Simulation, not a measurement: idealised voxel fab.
process module | voxel self aligned contacts
cross-section cut | 300 nm wide | cells 5 nm
A cross-section is a grid of square cells, given in bands from the top down. A band is one or more rows of cells.
Each band's line starts with the height of the band's top and of its bottom, in nm. Then come its materials from left to right, each with its width in nm. One material with "throughout" fills the band from edge to edge. "air" is empty space.
Height 0 is the level under which the wafer as received is all one material. The lowest band goes on downwards, as in "0 down".
A width such as "30 to 40" changes by the same amount from each row of cells to the next, from the band's top row to its bottom row.
"no change" after a step means that no cell of the cross-section changed.
closed voids: empty space of 8 cells or more with no open way to the top, each as width x height at its distance from the left edge, in nm
after a step's settings: what the simulator itself notes on the step
overlay nm, on a step with a mask: how far to the right of its planned place the mask lay; to the left if negative
plan
1 op RECEIVE | material Si
2 op CONFORMAL_DEP | material SiO2 | thk nm 5
3 op DIRECTIONAL_DEP | material polySi | thk nm 20
4 op DIRECTIONAL_DEP | material SiN | thk nm 25
5 op MASKED_ETCH | tone cover | mask id GATE | width nm 30 | pitch nm 75 | etch materials SiN | depth nm 25 | overlay nm 0
6 op MASKED_ETCH | tone cover | mask id GATE | width nm 30 | pitch nm 75 | etch materials polySi | depth nm 20 | overlay nm 0
7 op CONFORMAL_DEP | material SiN | thk nm 10
8 op DIRECTIONAL_ETCH | etch materials SiN | depth nm 10
9 op FILL_DEP | material SiO2 | thk nm 15
10 op CMP | height nm 60
11 op DIRECTIONAL_DEP | material aC | thk nm 15
12 op PATTERN | tone open | mask id CONTACT | material resist | width nm 55 | thk nm 30 | overlay nm 0
13 op DIRECTIONAL_ETCH | etch materials aC | depth nm 15
14 op STRIP | etch materials resist
15 op DIRECTIONAL_ETCH | etch materials SiO2 | depth nm 60
16 op STRIP | etch materials aC
17 op CONFORMAL_DEP | material TiN | thk nm 5
18 op FILL_DEP | material W | thk nm 10
19 op CMP | height nm 60
20 op CONFORMAL_DEP | material SiN | thk nm 5
first wafer, as planned
as received, after step 1
  0 down: Si throughout
  closed voids: none
after step 2
  5 to 0: SiO2 throughout
  below 0: unchanged
after step 3
  25 to 5: polySi throughout
  below 5: unchanged
after step 4
  50 to 25: SiN throughout
  below 25: unchanged
after step 5
  50 to 25: air 95 | SiN 30 | air 45 | SiN 30 | air 100
  below 25: unchanged
after step 6
  50 to 25: air 95 | SiN 30 | air 45 | SiN 30 | air 100
  25 to 5: air 95 | polySi 30 | air 45 | polySi 30 | air 100
  below 5: unchanged
after step 7
  60 to 25: air 85 | SiN 50 | air 25 | SiN 50 | air 90
  25 to 15: air 85 | SiN 10 | polySi 30 | SiN 10 | air 25 | SiN 10 | polySi 30 | SiN 10 | air 90
  15 to 5: SiN 95 | polySi 30 | SiN 45 | polySi 30 | SiN 100
  below 5: unchanged
after step 8
  50 to 25: air 85 | SiN 50 | air 25 | SiN 50 | air 90
  25 to 5: air 85 | SiN 10 | polySi 30 | SiN 10 | air 25 | SiN 10 | polySi 30 | SiN 10 | air 90
  below 5: unchanged
after step 9
  65 to 50: SiO2 throughout
  50 to 25: SiO2 85 | SiN 50 | SiO2 25 | SiN 50 | SiO2 90
  25 to 5: SiO2 85 | SiN 10 | polySi 30 | SiN 10 | SiO2 25 | SiN 10 | polySi 30 | SiN 10 | SiO2 90
  below 5: unchanged
after step 10
  60 to 50: SiO2 throughout
  below 50: unchanged
after step 11
  75 to 60: aC throughout
  below 60: unchanged
after step 12
  105 to 75: resist 120 | air 55 | resist 125
  below 75: unchanged
after step 13
  90 to 75: resist 120 | air 55 | resist 125
  75 to 60: aC 120 | air 55 | aC 125
  below 60: unchanged
after step 14
  75 to 60: aC 120 | air 55 | aC 125
  below 60: unchanged
after step 15
  75 to 60: aC 120 | air 55 | aC 125
  60 to 50: SiO2 120 | air 55 | SiO2 125
  50 to 25: SiO2 85 | SiN 50 | air 25 | SiN 50 | SiO2 90
  25 to 5: SiO2 85 | SiN 10 | polySi 30 | SiN 10 | air 25 | SiN 10 | polySi 30 | SiN 10 | SiO2 90
  5 to 0: SiO2 135 | air 25 | SiO2 140
  below 0: unchanged
after step 16
  60 to 50: SiO2 120 | air 55 | SiO2 125
  below 50: unchanged
after step 17
  65 to 60: TiN 125 | air 45 | TiN 130
  60 to 50: SiO2 120 | TiN 5 to 20 | air 45 to 15 | TiN 5 to 20 | SiO2 125
  50 to 25: SiO2 85 | SiN 50 | TiN 5 | air 15 | TiN 5 | SiN 50 | SiO2 90
  25 to 5: SiO2 85 | SiN 10 | polySi 30 | SiN 10 | TiN 5 | air 15 | TiN 5 | SiN 10 | polySi 30 | SiN 10 | SiO2 90
  5 to 0: SiO2 135 | TiN 25 | SiO2 140
  below 0: unchanged
after step 18
  75 to 65: W throughout
  65 to 60: TiN 125 | W 45 | TiN 130
  60 to 50: SiO2 120 | TiN 5 to 20 | W 45 to 15 | TiN 5 to 20 | SiO2 125
  50 to 25: SiO2 85 | SiN 50 | TiN 5 | W 15 | TiN 5 | SiN 50 | SiO2 90
  25 to 5: SiO2 85 | SiN 10 | polySi 30 | SiN 10 | TiN 5 | W 15 | TiN 5 | SiN 10 | polySi 30 | SiN 10 | SiO2 90
  below 5: unchanged
after step 19
  60 to 50: SiO2 120 | TiN 5 to 20 | W 45 to 15 | TiN 5 to 20 | SiO2 125
  below 50: unchanged
after step 20
  65 to 60: SiN throughout
  below 60: unchanged
second wafer: like start, like plan, one mistake. Through step 11 it matches the first wafer
when step 12 should have ended
  105 to 75: air 120 | resist 55 | air 125
  below 75: unchanged
when step 13 should have ended
  90 to 75: air 120 | resist 55 | air 125
  75 to 60: air 120 | aC 55 | air 125
  below 60: unchanged
when step 14 should have ended
  75 to 60: air 120 | aC 55 | air 125
  below 60: unchanged
when step 15 should have ended
  75 to 60: air 120 | aC 55 | air 125
  60 to 50: air 120 | SiO2 55 | air 125
  50 to 25: air 85 | SiN 50 | SiO2 25 | SiN 50 | air 90
  25 to 5: air 85 | SiN 10 | polySi 30 | SiN 10 | SiO2 25 | SiN 10 | polySi 30 | SiN 10 | air 90
  5 to 0: air 85 | SiO2 125 | air 90
  below 0: unchanged
when step 16 should have ended
  60 to 50: air 120 | SiO2 55 | air 125
  below 50: unchanged
when step 17 should have ended
  65 to 60: air 115 | TiN 65 | air 120
  60 to 50: air 115 to 80 | TiN 5 to 40 | SiO2 55 | TiN 5 to 40 | air 120 to 85
  50 to 25: air 80 | TiN 5 | SiN 50 | SiO2 25 | SiN 50 | TiN 5 | air 85
  25 to 5: air 80 | TiN 5 | SiN 10 | polySi 30 | SiN 10 | SiO2 25 | SiN 10 | polySi 30 | SiN 10 | TiN 5 | air 85
  5 to 0: TiN 85 | SiO2 125 | TiN 90
  below 0: unchanged
when step 18 should have ended
  75 to 65: W throughout
  65 to 60: W 115 | TiN 65 | W 120
  60 to 50: W 115 to 80 | TiN 5 to 40 | SiO2 55 | TiN 5 to 40 | W 120 to 85
  50 to 25: W 80 | TiN 5 | SiN 50 | SiO2 25 | SiN 50 | TiN 5 | W 85
  25 to 5: W 80 | TiN 5 | SiN 10 | polySi 30 | SiN 10 | SiO2 25 | SiN 10 | polySi 30 | SiN 10 | TiN 5 | W 85
  below 5: unchanged
when step 19 should have ended
  60 to 50: W 115 to 80 | TiN 5 to 40 | SiO2 55 | TiN 5 to 40 | W 120 to 85
  below 50: unchanged
when step 20 should have ended
  65 to 60: SiN throughout
  below 60: unchanged
what went wrong: step 12 ran as: op PATTERN | tone cover | mask id CONTACT | material resist | width nm 55 | thk nm 30 | overlay nm 0
at the end the second wafer has, in cells: 376 fewer of SiO2 | 38 more of TiN | 338 more of W
